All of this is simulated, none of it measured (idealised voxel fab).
The following is a process module called voxel wiring stack.
The width of the displayed cross-section, cut, is 240 nm; its cells are square, with a size of 5 nm.
In this document a cross-section is written as a grid of square cells. It is given as a series of bands, listed from the top down, and a band is one or more rows of cells.
Heads up on the band format: heights come first, top then bottom, in nm. After that it's the materials left to right, each with its width in nm. A single material flagged "throughout" fills the whole band edge to edge, and "air" means there's empty space there.
Beneath 0, the wafer as received is one material, and that level is where height counting begins. The lowest band goes on downward without a bottom; it is written like "from 0 down".
The two numbers in a width such as "30->40" mark its ends across the band: the first belongs to the top row of cells, the second to the bottom row, and from each row to the next the width moves by the same amount.
Reading "no change" for a step: not a cell of the cross-section changed in it.
What "Closed voids list" gives you is every empty space of 8 cells or more that is cut off from the top. Each appears as width x height at distance, with the distance taken from the left edge and width, height and distance all in nm.
Whatever follows a step's settings on its line is a remark the simulator itself makes about that step.
For masked steps, "overlay nm" on the step line gives how far right of plan the mask actually lay; a minus sign means it lay to the left.
## The following list gives the planned process steps
1: RECEIVE | material Si
2: CONFORMAL_DEP | material SiO2 | thk nm 15
3: DIRECTIONAL_DEP | material TiN | thk nm 5
4: DIRECTIONAL_DEP | material Ru | thk nm 20
5: MASKED_ETCH | tone cover | mask id METAL_1 | width nm 25 | pitch nm 40 | etch materials Ru | depth nm 20 | overlay nm 0
6: MASKED_ETCH | tone cover | mask id METAL_1 | width nm 25 | pitch nm 40 | etch materials TiN | depth nm 5 | overlay nm 0
7: FILL_DEP | material SiO2 | thk nm 5
8: CMP | height nm 40
9: CONFORMAL_DEP | material SiCN | thk nm 5
10: DIRECTIONAL_DEP | material lowk | thk nm 15
11: MASKED_ETCH | tone open | mask id PLUG_1 | width nm 15 | pitch nm 40 | etch materials lowk | depth nm 15 | overlay nm 0
12: MASKED_ETCH | tone open | mask id PLUG_1 | width nm 15 | pitch nm 40 | etch materials SiCN | depth nm 5 | overlay nm 0
13: EPI | material Ru | thk nm 10
14: EPI | material Ru | thk nm 10
15: CONFORMAL_DEP | material SiN | thk nm 5
16: DIRECTIONAL_DEP | material SiO2 | thk nm 15
17: DIRECTIONAL_DEP | material aC | thk nm 15
18: PATTERN | tone open | mask id METAL_2 | material resist | width nm 25 | pitch nm 40 | thk nm 30 | overlay nm 0
19: DIRECTIONAL_ETCH | etch materials aC | depth nm 15
20: STRIP | etch materials resist
21: DIRECTIONAL_ETCH | etch materials SiO2 | depth nm 15
22: DIRECTIONAL_ETCH | etch materials SiN | depth nm 5
23: STRIP | etch materials aC
24: CONFORMAL_DEP | material TiN | thk nm 5
25: FILL_DEP | material Cu | thk nm 5
26: CMP | height nm 80
27: CONFORMAL_DEP | material SiCN | thk nm 5
28: DIRECTIONAL_DEP | material SiO2 | thk nm 25
29: MASKED_ETCH | tone open | mask id METAL_3_HOLES | width nm 15 | etch materials SiO2 | depth nm 25 | overlay nm 0
30: DIRECTIONAL_DEP | material aC | thk nm 15
31: PATTERN | tone open | mask id METAL_3 | material resist | width nm 25 | pitch nm 40 | thk nm 30 | overlay nm 0
32: DIRECTIONAL_ETCH | etch materials aC | depth nm 15
33: STRIP | etch materials resist
34: DIRECTIONAL_ETCH | etch materials SiO2 | depth nm 15
35: DIRECTIONAL_ETCH | etch materials SiCN | depth nm 5
36: STRIP | etch materials aC
37: CONFORMAL_DEP | material TiN | thk nm 5
38: FILL_DEP | material Ru | thk nm 10
39: CMP | height nm 110
40: CONFORMAL_DEP | material SiCN | thk nm 5
41: DIRECTIONAL_DEP | material SiO2 | thk nm 30
42: PATTERN | tone open | mask id METAL_4 | material resist | width nm 25 | pitch nm 40 | thk nm 20 | overlay nm 0
43: DIRECTIONAL_ETCH | etch materials SiO2 | depth nm 20
44: STRIP | etch materials resist
45: MASKED_ETCH | tone open | mask id METAL_4_HOLES | width nm 15 | pitch nm 40 | etch materials SiO2 | depth nm 10 | overlay nm 0
46: MASKED_ETCH | tone open | mask id METAL_4_HOLES | width nm 15 | pitch nm 40 | etch materials SiCN | depth nm 5 | overlay nm 0
47: CONFORMAL_DEP | material TiN | thk nm 5
48: FILL_DEP | material Cu | thk nm 5
49: CMP | height nm 145
50: CONFORMAL_DEP | material SiN | thk nm 5
Wafer-to-wafer difference: thk nm, step 50. Common start. Plan = first wafer's value.
## Cut through the first of several wafers as received, post step 1
from 0 down: Si throughout
Closed voids list: none
## Basically each wafer gets a line in the table, showing it at the end of the module: material by material, the cells it gained (+) or lost (-) since we got it, then its closed voids
thk nm 5 | +42 Cu | +79 Ru | +129 SiCN | +86 SiN | +888 SiO2 | +90 TiN | +126 lowk | Closed voids list: none
thk nm 10 | +42 Cu | +79 Ru | +129 SiCN | +134 SiN | +888 SiO2 | +90 TiN | +126 lowk | Closed voids list: none
thk nm 15 | +42 Cu | +79 Ru | +129 SiCN | +182 SiN | +888 SiO2 | +90 TiN | +126 lowk | Closed voids list: none
thk nm 20 | +42 Cu | +79 Ru | +129 SiCN | +230 SiN | +888 SiO2 | +90 TiN | +126 lowk | Closed voids list: none
